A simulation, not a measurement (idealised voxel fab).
process module | voxel ribs on slabs
cross-section cut | 275 nm wide | cells 5 nm
A cross-section is a grid of square cells, given in bands from the top down. A band is one or more rows of cells.
Each band's line starts with the height of the band's top and of its bottom, in nm. Then come its materials from left to right, each with its width in nm. One material with "throughout" fills the band from edge to edge. "air" is empty space.
Height 0 is the level under which the wafer as received is all one material. The lowest band goes on downwards, as in "0 down".
A width such as "30 to 40" changes by the same amount from each row of cells to the next, from the band's top row to its bottom row.
"no change" after a step means that no cell of the cross-section changed.
closed voids: empty space of 8 cells or more with no open way to the top, each as width x height at its distance from the left edge, in nm
after a step's settings: what the simulator itself notes on the step
overlay nm, on a step with a mask: how far to the right of its planned place the mask lay; to the left if negative
plan
1 op RECEIVE | material Si
2 op DIRECTIONAL_DEP | material SiO2 | thk nm 20
3 op DIRECTIONAL_DEP | material polySi | thk nm 15
4 op MASKED_ETCH | tone cover | mask id RIB | width nm 15 | etch materials polySi | depth nm 5 | overlay nm 0
5 op PATTERN | tone cover | mask id SLAB | material resist | width nm 45 | thk nm 20 | overlay nm 0
6 op DIRECTIONAL_ETCH | etch materials polySi | depth nm 10
7 op STRIP | etch materials resist
8 op FILL_DEP | material SiO2 | thk nm 25
9 op CMP | height nm 55
10 op DIRECTIONAL_DEP | material W | thk nm 10
11 op MASKED_ETCH | tone cover | mask id HEATER | width nm 25 | etch materials W | depth nm 10 | overlay nm 0
12 op CONFORMAL_DEP | material SiO2 | thk nm 5
as received, after step 1
  0 down: Si throughout
  closed voids: none
first wafer at the end, as planned
  70 to 65: air 120 | SiO2 35 | air 120
  65 to 60: air 120 | SiO2 5 | W 25 | SiO2 5 | air 120
  60 to 55: SiO2 125 | W 25 | SiO2 125
  55 to 35: SiO2 throughout
  35 to 30: SiO2 130 | polySi 15 | SiO2 130
  30 to 20: SiO2 115 | polySi 45 | SiO2 115
  20 to 0: SiO2 throughout
  0 down: Si throughout
  closed voids: none
second wafer at the end: like start, like plan, one mistake
  70 to 65: SiO2 130 | air 15 | SiO2 130
  65 to 60: W 125 | SiO2 5 | air 15 | SiO2 5 | W 125
  60 to 55: W 125 | SiO2 25 | W 125
  55 to 35: SiO2 throughout
  35 to 30: SiO2 130 | polySi 15 | SiO2 130
  30 to 20: SiO2 115 | polySi 45 | SiO2 115
  20 to 0: SiO2 throughout
  0 down: Si throughout
  closed voids: none
what went wrong: step 11 ran as: op MASKED_ETCH | tone open | mask id HEATER | width nm 25 | etch materials W | depth nm 10 | overlay nm 0
at the end the second wafer has, in cells: 90 more of W
